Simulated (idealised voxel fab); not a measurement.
Process module heading - voxel local oxidation
The figure presents cross-section cut, which has a width of 270 nm and is divided into square cells with an edge length of 5 nm.
Cross-section format: a grid of square cells, given as bands from top to bottom; each band is one or more rows of cells. Each band's line starts with the height of the band's top and of its bottom, in nm. Then come its materials from left to right, each with its width in nm. One material with "all across" fills the band from edge to edge. "empty" is empty space. For the purposes of this specification, 0 denotes the height below which the wafer in its as-received condition is composed wholly of one material, and the lowermost band, lacking a lower limit, extends downward without end, as expressed in "0 -> down". Width: "30->40" (first number = top row, second number = bottom row, same change from row to row of cells). A step reported as "nothing different" is a step in which no cell of the cross-section changed. You'll see "Fully sealed voids" listing empty spaces that have no way open to the top, as long as they're 8 cells or more; the notation is width x height at distance, where the distance is from the left edge, and all of it is in nm. Formally, on a step line, whatever follows the settings is a remark that the simulator itself makes on the step. The "overlay nm" setting may appear on a step's line; for a step that uses a mask, it gives how far to the right of its planned position the mask lay, and a negative value indicates the left.
**Process steps foreseen in the plan**
1 op RECEIVE | material Si
2 op OXIDIZE | depth nm 5
3 op CONFORMAL_DEP | material SiN | thk nm 10
4 op DIRECTIONAL_DEP | material aC | thk nm 15
5 op PATTERN | tone cover | mask id ACTIVE | material resist | width nm 120 | thk nm 30 | overlay nm 0
6 op DIRECTIONAL_ETCH | etch materials aC | depth nm 15
7 op STRIP | etch materials resist
8 op DIRECTIONAL_ETCH | etch materials SiN | depth nm 10
9 op STRIP | etch materials aC
10 op SELECTIVE_ETCH | etch materials SiO2 | depth nm 5
11 op OXIDIZE | depth nm 10
12 op STRIP | etch materials SiN
**Wafer, first of two, run as planned**
**Wafer cross-section on receipt, i.e. after step 1**
* 0 -> down = Si all across
* Fully sealed voids: none
**Cross-sectional representation of the wafer at the conclusion of step 2**
* 0 -> -5 = SiO2 all across
* Below -5, the layers are the same as they were.
**Cross-sectional representation of the wafer at the conclusion of step 3**
* 10 -> 0 = SiN all across
* Below 0, the layers are the same as they were.
**Cross-sectional representation of the wafer at the conclusion of step 4**
* 25 -> 10 = aC all across
* Below 10, the layers are the same as they were.
**Cross-sectional representation of the wafer at the conclusion of step 5**
* 55 -> 25 = 75 of empty | 120 of resist | 75 of empty
* Below 25, the layers are the same as they were.
**Cross-sectional representation of the wafer at the conclusion of step 6**
* 40 -> 25 = 75 of empty | 120 of resist | 75 of empty
* 25 -> 10 = 75 of empty | 120 of aC | 75 of empty
* Below 10, the layers are the same as they were.
**Cross-sectional representation of the wafer at the conclusion of step 7**
* 25 -> 10 = 75 of empty | 120 of aC | 75 of empty
* Below 10, the layers are the same as they were.
**Cross-sectional representation of the wafer at the conclusion of step 8**
* 25 -> 10 = 75 of empty | 120 of aC | 75 of empty
* 10 -> 0 = 75 of empty | 120 of SiN | 75 of empty
* Below 0, the layers are the same as they were.
**Cross-sectional representation of the wafer at the conclusion of step 9**
* 10 -> 0 = 75 of empty | 120 of SiN | 75 of empty
* Below 0, the layers are the same as they were.
**Cross-sectional representation of the wafer at the conclusion of step 10**
* 10 -> 0 = 75 of empty | 120 of SiN | 75 of empty
* 0 -> -5 = 80 of empty | 110 of SiO2 | 80 of empty
* Below -5, the layers are the same as they were.
**Cross-sectional representation of the wafer at the conclusion of step 11**
* 10 -> 0 = 75 of empty | 120 of SiN | 75 of empty
* 0 -> -5 = 80 of empty | 110 of SiO2 | 80 of empty
* -5 -> -15 = 90 of SiO2 | 90 of Si | 90 of SiO2
* Below -15, the layers are the same as they were.
**Cross-sectional representation of the wafer at the conclusion of step 12**
* 0 -> -5 = 80 of empty | 110 of SiO2 | 80 of empty
* Below -5, the layers are the same as they were.
**The remaining wafer, second of the two, started like the first and was run to the same plan, except that one mistake was made along the way; the two coincide through step 6, inclusive**
Cross-section of the second wafer corresponding to the planned conclusion of step 7: nothing different
**Cross-section of the second wafer corresponding to the planned conclusion of step 8**
* 40 -> 25 = 75 of empty | 120 of resist | 75 of empty
* 25 -> 10 = 75 of empty | 120 of aC | 75 of empty
* 10 -> 0 = 75 of empty | 120 of SiN | 75 of empty
* Below 0, the layers are the same as they were.
**Cross-section of the second wafer corresponding to the planned conclusion of step 9**
* 10 -> 0 = 75 of empty | 120 of SiN | 75 of empty
* Below 0, the layers are the same as they were.
**Cross-section of the second wafer corresponding to the planned conclusion of step 10**
* 10 -> 0 = 75 of empty | 120 of SiN | 75 of empty
* 0 -> -5 = 80 of empty | 110 of SiO2 | 80 of empty
* Below -5, the layers are the same as they were.
**Cross-section of the second wafer corresponding to the planned conclusion of step 11**
* 10 -> 0 = 75 of empty | 120 of SiN | 75 of empty
* 0 -> -5 = 80 of empty | 110 of SiO2 | 80 of empty
* -5 -> -15 = 90 of SiO2 | 90 of Si | 90 of SiO2
* Below -15, the layers are the same as they were.
**Cross-section of the second wafer corresponding to the planned conclusion of step 12**
* 0 -> -5 = 80 of empty | 110 of SiO2 | 80 of empty
* Below -5, the layers are the same as they were.
The mistake made against the process plan was this: the plan's step 7 was left out and never carried out
The two wafers come out with the same cross-section, meaning that, for this model, the mistake has no consequence in the computed result.
